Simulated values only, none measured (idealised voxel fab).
The process module that follows is named voxel capacitor over wiring.
The width of the displayed cross-section, cut, is 180 nm; its cells are square, with a size of 5 nm.
A cross-section is written here as square cells arranged in a grid, and it is given in bands from the top down, each band taking up one or more rows of cells.
What a band's entry tells you: where the top is and where the bottom is, as heights in nm, and after that what lies inside, material by material from left to right, each with its width in nm. Empty space is written as the word "air", and a single material marked with the word "full width" occupies the band from edge to edge.
A quick word on heights: they are counted from 0, and under that level the wafer as it came to us is one material throughout. The lowest band is different from the rest in having no bottom; it simply continues downward, written as in "0 and below".
A width given as "30 to 40" starts at the first number in the band's top row and ends at the second number in its bottom row, shifting by an equal amount at every step from row to row.
Any step labelled "no change occurred" changed none of the cells in the cross-section.
"Unvented voids": sealed empty spaces, 8 cells or more, no open way to top, listed width x height at distance, with distance from the left edge and width, height and distance in nm.
Heads up: the bit after the settings on a step's line is the simulator's remark on that step.
Steps that use a mask can have "overlay nm" on their line. It says how far the mask sat to the right of where it was meant to be. Negative means to the left.
Process steps (planned)
1: RECEIVE with material Si
2: CONFORMAL_DEP with material SiO2, thk nm 15
3: CONFORMAL_DEP with material SiN, thk nm 5
4: DIRECTIONAL_DEP with material lowk, thk nm 15
5: PATTERN with tone open, mask id METAL_1, material resist, width nm 30, pitch nm 85, thk nm 20, overlay nm 0
6: DIRECTIONAL_ETCH with etch materials lowk, depth nm 15
7: DIRECTIONAL_ETCH with etch materials SiN, depth nm 5
8: STRIP with etch materials resist
9: CONFORMAL_DEP with material TiN, thk nm 5
10: FILL_DEP with material Ru, thk nm 10
11: CMP with height nm 35
12: CONFORMAL_DEP with material SiCN, thk nm 5
13: DIRECTIONAL_DEP with material lowk, thk nm 15
14: DIRECTIONAL_DEP with material aC, thk nm 10
15: PATTERN with tone open, mask id PLUG_1, material resist, width nm 15, thk nm 25, overlay nm 0
16: DIRECTIONAL_ETCH with etch materials aC, depth nm 10
17: STRIP with etch materials resist
18: DIRECTIONAL_ETCH with etch materials lowk, depth nm 15
19: DIRECTIONAL_ETCH with etch materials SiCN, depth nm 5
20: STRIP with etch materials aC
21: CONFORMAL_DEP with material TiN, thk nm 5
22: FILL_DEP with material W, thk nm 10
23: CMP with height nm 55
24: DIRECTIONAL_DEP with material TiN, thk nm 5
25: DIRECTIONAL_DEP with material Al2O3, thk nm 5
26: DIRECTIONAL_DEP with material TiN, thk nm 10
27: PATTERN with tone cover, mask id UPPER_PLATE, material resist, width nm 60, thk nm 15, overlay nm 0
28: DIRECTIONAL_ETCH with etch materials TiN, depth nm 10
29: DIRECTIONAL_ETCH with etch materials Al2O3, depth nm 5
30: STRIP with etch materials resist
31: MASKED_ETCH with tone cover, mask id LOWER_PLATE, width nm 70, etch materials TiN, depth nm 5, overlay nm 0
32: FILL_DEP with material SiO2, thk nm 20
33: CMP with height nm 90
34: MASKED_ETCH with tone open, mask id PLUG_2, width nm 15, etch materials SiO2, depth nm 15, overlay nm 0
35: CONFORMAL_DEP with material TiN, thk nm 5
36: FILL_DEP with material W, thk nm 10
37: CMP with height nm 90
38: CONFORMAL_DEP with material SiN, thk nm 5
Cross-section, incoming material, after step 1
- 0 and below = Si full width
- Unvented voids: none
Wafer cross-section at end of module: start and plan as shown above, one execution error
- 95 down to 90 = SiN full width
- 90 down to 80 = SiO2 (65) | TiN (5) | W (5) | TiN (5) | SiO2 (100)
- 80 down to 75 = SiO2 (65) | TiN (15) | SiO2 (100)
- 75 down to 65 = SiO2 (45) | TiN (60) | SiO2 (75)
- 65 down to 60 = SiO2 (45) | Al2O3 (60) | SiO2 (75)
- 60 down to 55 = SiO2 (40) | TiN (70) | SiO2 (70)
- 55 down to 40 = lowk (45) | TiN (5) | W (5) | TiN (5) | lowk (120)
- 40 down to 35 = SiCN (45) | TiN (15) | SiCN (120)
- 35 down to 20 = lowk (30) | TiN (5) | Ru (20) | TiN (5) | lowk (55) | TiN (5) | Ru (20) | TiN (5) | lowk (35)
- 20 down to 15 = SiN (30) | TiN (30) | SiN (55) | TiN (30) | SiN (35)
- 15 down to 0 = SiO2 full width
- 0 and below = Si full width
- Unvented voids: none
What broke from the plan during processing? step 34 ran with different settings than intended, the actual operation and settings being MASKED_ETCH with tone open, mask id PLUG_2, width nm 15, etch materials SiO2, depth nm 15, overlay nm 10
